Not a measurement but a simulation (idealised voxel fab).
process module | voxel trench capacitor
cross-section cut | 240 nm wide | cells 5 nm
A cross-section is a grid of square cells, given in bands from the top down. A band is one or more rows of cells.
Each band's line starts with the height of the band's top and of its bottom, in nm. Then come its materials from left to right, each with its width in nm. One material with "throughout" fills the band from edge to edge. "air" is empty space.
Height 0 is the level under which the wafer as received is all one material. The lowest band goes on downwards, as in "0 down".
A width such as "30 to 40" changes by the same amount from each row of cells to the next, from the band's top row to its bottom row.
"no change" after a step means that no cell of the cross-section changed.
closed voids: empty space of 8 cells or more with no open way to the top, each as width x height at its distance from the left edge, in nm
after a step's settings: what the simulator itself notes on the step
overlay nm, on a step with a mask: how far to the right of its planned place the mask lay; to the left if negative
plan
1 op RECEIVE | material Si
2 op CONFORMAL_DEP | material SiN | thk nm 10
3 op MASKED_ETCH | tone open | mask id TRENCH | width nm 25 | pitch nm 40 | etch materials SiN | depth nm 10 | overlay nm 0
4 op MASKED_ETCH | tone open | mask id TRENCH | width nm 25 | pitch nm 40 | etch materials Si | depth nm 25 | overlay nm 0
5 op CONFORMAL_DEP | material Al2O3 | thk nm 5
6 op CONFORMAL_DEP | material TiN | thk nm 5
7 op FILL_DEP | material W | thk nm 10
8 op CMP | height nm 10
first wafer, as planned
as received, after step 1
  0 down: Si throughout
  closed voids: none
after step 2
  10 to 0: SiN throughout
  below 0: unchanged
after step 3
  10 to 0: SiN 45 | air 25 | SiN 15 | air 25 | SiN 15 | air 25 | SiN 15 | air 25 | SiN 50
  below 0: unchanged
after step 4
  10 to 0: SiN 45 | air 25 | SiN 15 | air 25 | SiN 15 | air 25 | SiN 15 | air 25 | SiN 50
  0 to -25: Si 45 | air 25 | Si 15 | air 25 | Si 15 | air 25 | Si 15 | air 25 | Si 50
  below -25: unchanged
after step 5
  15 to 10: Al2O3 50 | air 15 | Al2O3 25 | air 15 | Al2O3 25 | air 15 | Al2O3 25 | air 15 | Al2O3 55
  10 to 0: SiN 45 | Al2O3 5 | air 15 | Al2O3 5 | SiN 15 | Al2O3 5 | air 15 | Al2O3 5 | SiN 15 | Al2O3 5 | air 15 | Al2O3 5 | SiN 15 | Al2O3 5 | air 15 | Al2O3 5 | SiN 50
  0 to -20: Si 45 | Al2O3 5 | air 15 | Al2O3 5 | Si 15 | Al2O3 5 | air 15 | Al2O3 5 | Si 15 | Al2O3 5 | air 15 | Al2O3 5 | Si 15 | Al2O3 5 | air 15 | Al2O3 5 | Si 50
  -20 to -25: Si 45 | Al2O3 25 | Si 15 | Al2O3 25 | Si 15 | Al2O3 25 | Si 15 | Al2O3 25 | Si 50
  below -25: unchanged
after step 6
  20 to 15: TiN 55 | air 5 | TiN 35 | air 5 | TiN 35 | air 5 | TiN 35 | air 5 | TiN 60
  15 to 10: Al2O3 50 | TiN 5 | air 5 | TiN 5 | Al2O3 25 | TiN 5 | air 5 | TiN 5 | Al2O3 25 | TiN 5 | air 5 | TiN 5 | Al2O3 25 | TiN 5 | air 5 | TiN 5 | Al2O3 55
  10 to 0: SiN 45 | Al2O3 5 | TiN 5 | air 5 | TiN 5 | Al2O3 5 | SiN 15 | Al2O3 5 | TiN 5 | air 5 | TiN 5 | Al2O3 5 | SiN 15 | Al2O3 5 | TiN 5 | air 5 | TiN 5 | Al2O3 5 | SiN 15 | Al2O3 5 | TiN 5 | air 5 | TiN 5 | Al2O3 5 | SiN 50
  0 to -15: Si 45 | Al2O3 5 | TiN 5 | air 5 | TiN 5 | Al2O3 5 | Si 15 | Al2O3 5 | TiN 5 | air 5 | TiN 5 | Al2O3 5 | Si 15 | Al2O3 5 | TiN 5 | air 5 | TiN 5 | Al2O3 5 | Si 15 | Al2O3 5 | TiN 5 | air 5 | TiN 5 | Al2O3 5 | Si 50
  -15 to -20: Si 45 | Al2O3 5 | TiN 15 | Al2O3 5 | Si 15 | Al2O3 5 | TiN 15 | Al2O3 5 | Si 15 | Al2O3 5 | TiN 15 | Al2O3 5 | Si 15 | Al2O3 5 | TiN 15 | Al2O3 5 | Si 50
  below -20: unchanged
after step 7
  30 to 20: W throughout
  20 to 15: TiN 55 | W 5 | TiN 35 | W 5 | TiN 35 | W 5 | TiN 35 | W 5 | TiN 60
  15 to 10: Al2O3 50 | TiN 5 | W 5 | TiN 5 | Al2O3 25 | TiN 5 | W 5 | TiN 5 | Al2O3 25 | TiN 5 | W 5 | TiN 5 | Al2O3 25 | TiN 5 | W 5 | TiN 5 | Al2O3 55
  10 to 0: SiN 45 | Al2O3 5 | TiN 5 | W 5 | TiN 5 | Al2O3 5 | SiN 15 | Al2O3 5 | TiN 5 | W 5 | TiN 5 | Al2O3 5 | SiN 15 | Al2O3 5 | TiN 5 | W 5 | TiN 5 | Al2O3 5 | SiN 15 | Al2O3 5 | TiN 5 | W 5 | TiN 5 | Al2O3 5 | SiN 50
  0 to -15: Si 45 | Al2O3 5 | TiN 5 | W 5 | TiN 5 | Al2O3 5 | Si 15 | Al2O3 5 | TiN 5 | W 5 | TiN 5 | Al2O3 5 | Si 15 | Al2O3 5 | TiN 5 | W 5 | TiN 5 | Al2O3 5 | Si 15 | Al2O3 5 | TiN 5 | W 5 | TiN 5 | Al2O3 5 | Si 50
  below -15: unchanged
after step 8
  10 to 0: SiN 45 | Al2O3 5 | TiN 5 | W 5 | TiN 5 | Al2O3 5 | SiN 15 | Al2O3 5 | TiN 5 | W 5 | TiN 5 | Al2O3 5 | SiN 15 | Al2O3 5 | TiN 5 | W 5 | TiN 5 | Al2O3 5 | SiN 15 | Al2O3 5 | TiN 5 | W 5 | TiN 5 | Al2O3 5 | SiN 50
  below 0: unchanged
second wafer: like start, like plan, one mistake. Through step 4 it matches the first wafer
when step 5 should have ended
  15 to 10: TiN 50 | air 15 | TiN 25 | air 15 | TiN 25 | air 15 | TiN 25 | air 15 | TiN 55
  10 to 0: SiN 45 | TiN 5 | air 15 | TiN 5 | SiN 15 | TiN 5 | air 15 | TiN 5 | SiN 15 | TiN 5 | air 15 | TiN 5 | SiN 15 | TiN 5 | air 15 | TiN 5 | SiN 50
  0 to -20: Si 45 | TiN 5 | air 15 | TiN 5 | Si 15 | TiN 5 | air 15 | TiN 5 | Si 15 | TiN 5 | air 15 | TiN 5 | Si 15 | TiN 5 | air 15 | TiN 5 | Si 50
  -20 to -25: Si 45 | TiN 25 | Si 15 | TiN 25 | Si 15 | TiN 25 | Si 15 | TiN 25 | Si 50
  below -25: unchanged
when step 6 should have ended
  20 to 15: Al2O3 55 | air 5 | Al2O3 35 | air 5 | Al2O3 35 | air 5 | Al2O3 35 | air 5 | Al2O3 60
  15 to 10: TiN 50 | Al2O3 5 | air 5 | Al2O3 5 | TiN 25 | Al2O3 5 | air 5 | Al2O3 5 | TiN 25 | Al2O3 5 | air 5 | Al2O3 5 | TiN 25 | Al2O3 5 | air 5 | Al2O3 5 | TiN 55
  10 to 0: SiN 45 | TiN 5 | Al2O3 5 | air 5 | Al2O3 5 | TiN 5 | SiN 15 | TiN 5 | Al2O3 5 | air 5 | Al2O3 5 | TiN 5 | SiN 15 | TiN 5 | Al2O3 5 | air 5 | Al2O3 5 | TiN 5 | SiN 15 | TiN 5 | Al2O3 5 | air 5 | Al2O3 5 | TiN 5 | SiN 50
  0 to -15: Si 45 | TiN 5 | Al2O3 5 | air 5 | Al2O3 5 | TiN 5 | Si 15 | TiN 5 | Al2O3 5 | air 5 | Al2O3 5 | TiN 5 | Si 15 | TiN 5 | Al2O3 5 | air 5 | Al2O3 5 | TiN 5 | Si 15 | TiN 5 | Al2O3 5 | air 5 | Al2O3 5 | TiN 5 | Si 50
  -15 to -20: Si 45 | TiN 5 | Al2O3 15 | TiN 5 | Si 15 | TiN 5 | Al2O3 15 | TiN 5 | Si 15 | TiN 5 | Al2O3 15 | TiN 5 | Si 15 | TiN 5 | Al2O3 15 | TiN 5 | Si 50
  below -20: unchanged
when step 7 should have ended
  30 to 20: W throughout
  20 to 15: Al2O3 55 | W 5 | Al2O3 35 | W 5 | Al2O3 35 | W 5 | Al2O3 35 | W 5 | Al2O3 60
  15 to 10: TiN 50 | Al2O3 5 | W 5 | Al2O3 5 | TiN 25 | Al2O3 5 | W 5 | Al2O3 5 | TiN 25 | Al2O3 5 | W 5 | Al2O3 5 | TiN 25 | Al2O3 5 | W 5 | Al2O3 5 | TiN 55
  10 to 0: SiN 45 | TiN 5 | Al2O3 5 | W 5 | Al2O3 5 | TiN 5 | SiN 15 | TiN 5 | Al2O3 5 | W 5 | Al2O3 5 | TiN 5 | SiN 15 | TiN 5 | Al2O3 5 | W 5 | Al2O3 5 | TiN 5 | SiN 15 | TiN 5 | Al2O3 5 | W 5 | Al2O3 5 | TiN 5 | SiN 50
  0 to -15: Si 45 | TiN 5 | Al2O3 5 | W 5 | Al2O3 5 | TiN 5 | Si 15 | TiN 5 | Al2O3 5 | W 5 | Al2O3 5 | TiN 5 | Si 15 | TiN 5 | Al2O3 5 | W 5 | Al2O3 5 | TiN 5 | Si 15 | TiN 5 | Al2O3 5 | W 5 | Al2O3 5 | TiN 5 | Si 50
  below -15: unchanged
when step 8 should have ended
  10 to 0: SiN 45 | TiN 5 | Al2O3 5 | W 5 | Al2O3 5 | TiN 5 | SiN 15 | TiN 5 | Al2O3 5 | W 5 | Al2O3 5 | TiN 5 | SiN 15 | TiN 5 | Al2O3 5 | W 5 | Al2O3 5 | TiN 5 | SiN 15 | TiN 5 | Al2O3 5 | W 5 | Al2O3 5 | TiN 5 | SiN 50
  below 0: unchanged
what went wrong: steps 5 and 6 were swapped
at the end the second wafer has, in cells: 16 fewer of Al2O3 | 16 more of TiN
